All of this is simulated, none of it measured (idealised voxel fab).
process module | voxel quadruple lines
cross-section cut | 205 nm wide | cells 5 nm
A cross-section is a grid of square cells, given in bands from the top down. A band is one or more rows of cells.
Each band's line starts with the height of the band's top and of its bottom, in nm. Then come its materials from left to right, each with its width in nm. One material with "throughout" fills the band from edge to edge. "air" is empty space.
Height 0 is the level under which the wafer as received is all one material. The lowest band goes on downwards, as in "0 down".
A width such as "30 to 40" changes by the same amount from each row of cells to the next, from the band's top row to its bottom row.
"no change" after a step means that no cell of the cross-section changed.
closed voids: empty space of 8 cells or more with no open way to the top, each as width x height at its distance from the left edge, in nm
after a step's settings: what the simulator itself notes on the step
overlay nm, on a step with a mask: how far to the right of its planned place the mask lay; to the left if negative
plan
1 op RECEIVE | material Si
2 op CONFORMAL_DEP | material Al2O3 | thk nm 5
3 op DIRECTIONAL_DEP | material Ru | thk nm 15
4 op DIRECTIONAL_DEP | material polySi | thk nm 15
5 op DIRECTIONAL_DEP | material aC | thk nm 25
6 op PATTERN | tone cover | mask id MANDREL | material resist | width nm 30 | thk nm 30 | overlay nm 0
7 op DIRECTIONAL_ETCH | etch materials aC | depth nm 25
8 op STRIP | etch materials resist
9 op CONFORMAL_DEP | material SiO2 | thk nm 10
10 op DIRECTIONAL_ETCH | etch materials SiO2 | depth nm 10
11 op STRIP | etch materials aC
12 op DIRECTIONAL_ETCH | etch materials polySi | depth nm 15
13 op STRIP | etch materials SiO2
14 op CONFORMAL_DEP | material SiCN | thk nm 10
15 op DIRECTIONAL_ETCH | etch materials SiCN | depth nm 10
16 op STRIP | etch materials polySi
17 op DIRECTIONAL_ETCH | etch materials Ru | depth nm 15
18 op STRIP | etch materials SiCN
19 op FILL_DEP | material lowk | thk nm 10
20 op CMP | height nm 20
first wafer, as planned
as received, after step 1
  0 down: Si throughout
  closed voids: none
after step 2
  5 to 0: Al2O3 throughout
  below 0: unchanged
after step 3
  20 to 5: Ru throughout
  below 5: unchanged
after step 4
  35 to 20: polySi throughout
  below 20: unchanged
after step 5
  60 to 35: aC throughout
  below 35: unchanged
after step 6
  90 to 60: air 85 | resist 30 | air 90
  below 60: unchanged
after step 7
  65 to 60: air 85 | resist 30 | air 90
  60 to 35: air 85 | aC 30 | air 90
  below 35: unchanged
after step 8
  60 to 35: air 85 | aC 30 | air 90
  below 35: unchanged
after step 9
  70 to 60: air 75 | SiO2 50 | air 80
  60 to 45: air 75 | SiO2 10 | aC 30 | SiO2 10 | air 80
  45 to 35: SiO2 85 | aC 30 | SiO2 90
  below 35: unchanged
after step 10
  60 to 35: air 75 | SiO2 10 | aC 30 | SiO2 10 | air 80
  below 35: unchanged
after step 11
  60 to 35: air 75 | SiO2 10 | air 30 | SiO2 10 | air 80
  below 35: unchanged
after step 12
  60 to 35: air 75 | SiO2 10 | air 30 | SiO2 10 | air 80
  35 to 20: air 75 | polySi 10 | air 30 | polySi 10 | air 80
  below 20: unchanged
after step 13
  35 to 20: air 75 | polySi 10 | air 30 | polySi 10 | air 80
  below 20: unchanged
after step 14
  45 to 35: air 65 | SiCN 30 | air 10 | SiCN 30 | air 70
  35 to 30: air 65 | SiCN 10 | polySi 10 | SiCN 10 | air 10 | SiCN 10 | polySi 10 | SiCN 10 | air 70
  30 to 20: SiCN 75 | polySi 10 | SiCN 30 | polySi 10 | SiCN 80
  below 20: unchanged
after step 15
  35 to 20: air 65 | SiCN 10 | polySi 10 | SiCN 10 | air 10 | SiCN 10 | polySi 10 | SiCN 10 | air 70
  below 20: unchanged
after step 16
  35 to 20: air 65 | SiCN 10 | air 10 | SiCN 10 | air 10 | SiCN 10 | air 10 | SiCN 10 | air 70
  below 20: unchanged
after step 17
  35 to 20: air 65 | SiCN 10 | air 10 | SiCN 10 | air 10 | SiCN 10 | air 10 | SiCN 10 | air 70
  20 to 5: air 65 | Ru 10 | air 10 | Ru 10 | air 10 | Ru 10 | air 10 | Ru 10 | air 70
  below 5: unchanged
after step 18
  20 to 5: air 65 | Ru 10 | air 10 | Ru 10 | air 10 | Ru 10 | air 10 | Ru 10 | air 70
  below 5: unchanged
after step 19
  30 to 20: lowk throughout
  20 to 5: lowk 65 | Ru 10 | lowk 10 | Ru 10 | lowk 10 | Ru 10 | lowk 10 | Ru 10 | lowk 70
  below 5: unchanged
after step 20
  20 to 5: lowk 65 | Ru 10 | lowk 10 | Ru 10 | lowk 10 | Ru 10 | lowk 10 | Ru 10 | lowk 70
  below 5: unchanged
second wafer: like start, like plan, one mistake. Through step 2 it matches the first wafer
when step 3 should have ended
  20 to 5: aC throughout
  below 5: unchanged
when step 4 should have ended
  35 to 20: polySi throughout
  below 20: unchanged
when step 5 should have ended
  60 to 35: aC throughout
  below 35: unchanged
when step 6 should have ended
  90 to 60: air 85 | resist 30 | air 90
  below 60: unchanged
when step 7 should have ended
  65 to 60: air 85 | resist 30 | air 90
  60 to 35: air 85 | aC 30 | air 90
  below 35: unchanged
when step 8 should have ended
  60 to 35: air 85 | aC 30 | air 90
  below 35: unchanged
when step 9 should have ended
  70 to 60: air 75 | SiO2 50 | air 80
  60 to 45: air 75 | SiO2 10 | aC 30 | SiO2 10 | air 80
  45 to 35: SiO2 85 | aC 30 | SiO2 90
  below 35: unchanged
when step 10 should have ended
  60 to 35: air 75 | SiO2 10 | aC 30 | SiO2 10 | air 80
  below 35: unchanged
when step 11 should have ended
  60 to 35: air 75 | SiO2 10 | air 30 | SiO2 10 | air 80
  below 35: unchanged
when step 12 should have ended
  60 to 35: air 75 | SiO2 10 | air 30 | SiO2 10 | air 80
  35 to 20: air 75 | polySi 10 | air 30 | polySi 10 | air 80
  below 20: unchanged
when step 13 should have ended
  35 to 20: air 75 | polySi 10 | air 30 | polySi 10 | air 80
  below 20: unchanged
when step 14 should have ended
  45 to 35: air 65 | SiCN 30 | air 10 | SiCN 30 | air 70
  35 to 30: air 65 | SiCN 10 | polySi 10 | SiCN 10 | air 10 | SiCN 10 | polySi 10 | SiCN 10 | air 70
  30 to 20: SiCN 75 | polySi 10 | SiCN 30 | polySi 10 | SiCN 80
  below 20: unchanged
when step 15 should have ended
  35 to 20: air 65 | SiCN 10 | polySi 10 | SiCN 10 | air 10 | SiCN 10 | polySi 10 | SiCN 10 | air 70
  below 20: unchanged
when step 16 should have ended
  35 to 20: air 65 | SiCN 10 | air 10 | SiCN 10 | air 10 | SiCN 10 | air 10 | SiCN 10 | air 70
  below 20: unchanged
when step 17 should have ended: no change
when step 18 should have ended
  20 to 5: aC throughout
  below 5: unchanged
when step 19 should have ended
  30 to 20: lowk throughout
  below 20: unchanged
when step 20 should have ended
  20 to 5: aC throughout
  below 5: unchanged
what went wrong: step 3 ran as: op DIRECTIONAL_DEP | material aC | thk nm 15
at the end the second wafer has, in cells: 24 fewer of Ru | 123 more of aC | 99 fewer of lowk
